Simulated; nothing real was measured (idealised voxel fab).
process module | voxel self aligned contacts
cross-section cut | 275 nm wide | cells 5 nm
A cross-section is a grid of square cells, given in bands from the top down. A band is one or more rows of cells.
Each band's line starts with the height of the band's top and of its bottom, in nm. Then come its materials from left to right, each with its width in nm. One material with "throughout" fills the band from edge to edge. "air" is empty space.
Height 0 is the level under which the wafer as received is all one material. The lowest band goes on downwards, as in "0 down".
A width such as "30 to 40" changes by the same amount from each row of cells to the next, from the band's top row to its bottom row.
"no change" after a step means that no cell of the cross-section changed.
closed voids: empty space of 8 cells or more with no open way to the top, each as width x height at its distance from the left edge, in nm
after a step's settings: what the simulator itself notes on the step
overlay nm, on a step with a mask: how far to the right of its planned place the mask lay; to the left if negative
plan
1 op RECEIVE | material Si
2 op OXIDIZE | depth nm 5
3 op DIRECTIONAL_DEP | material polySi | thk nm 25
4 op DIRECTIONAL_DEP | material SiN | thk nm 25
5 op DIRECTIONAL_DEP | material aC | thk nm 15
6 op PATTERN | tone cover | mask id GATE | material resist | width nm 35 | pitch nm 80 | thk nm 30 | overlay nm 0
7 op DIRECTIONAL_ETCH | etch materials aC | depth nm 15
8 op STRIP | etch materials resist
9 op DIRECTIONAL_ETCH | etch materials SiN | depth nm 25
10 op DIRECTIONAL_ETCH | etch materials polySi | depth nm 25
11 op STRIP | etch materials aC
12 op CONFORMAL_DEP | material SiN | thk nm 10
13 op DIRECTIONAL_ETCH | etch materials SiN | depth nm 10
14 op FILL_DEP | material SiO2 | thk nm 20
15 op CMP | height nm 60
16 op DIRECTIONAL_DEP | material aC | thk nm 10
17 op PATTERN | tone open | mask id CONTACT | material resist | width nm 55 | pitch nm 80 | thk nm 25 | overlay nm 0
18 op DIRECTIONAL_ETCH | etch materials aC | depth nm 10
19 op STRIP | etch materials resist
20 op DIRECTIONAL_ETCH | etch materials SiO2 | depth nm 65
21 op STRIP | etch materials aC
22 op CONFORMAL_DEP | material TiN | thk nm 5
23 op FILL_DEP | material Ru | thk nm 10
24 op CMP | height nm 60
25 op CONFORMAL_DEP | material SiCN | thk nm 5
as received, after step 1
  0 down: Si throughout
  closed voids: none
a wafer at the end: this start, this plan, one mistake
  65 to 60: SiCN throughout
  60 to 50: SiO2 70 | TiN 5 to 20 | Ru 50 to 15 | TiN 5 to 25 | SiO2 20 | TiN 5 to 20 | Ru 50 to 15 | TiN 5 to 25 | SiO2 65
  50 to 25: SiO2 30 | SiN 55 | TiN 5 | Ru 15 | TiN 5 | SiN 55 | TiN 5 | Ru 15 | TiN 5 | SiN 55 | SiO2 30
  25 to 0: SiO2 30 | SiN 10 | polySi 35 | SiN 10 | TiN 5 | Ru 15 | TiN 5 | SiN 10 | polySi 35 | SiN 10 | TiN 5 | Ru 15 | TiN 5 | SiN 10 | polySi 35 | SiN 10 | SiO2 30
  0 to -5: SiO2 85 | TiN 25 | SiO2 55 | TiN 25 | SiO2 85
  -5 down: Si throughout
  closed voids: none
what went wrong: step 17 ran as: op PATTERN | tone open | mask id CONTACT | material resist | width nm 60 | pitch nm 80 | thk nm 25 | overlay nm 0
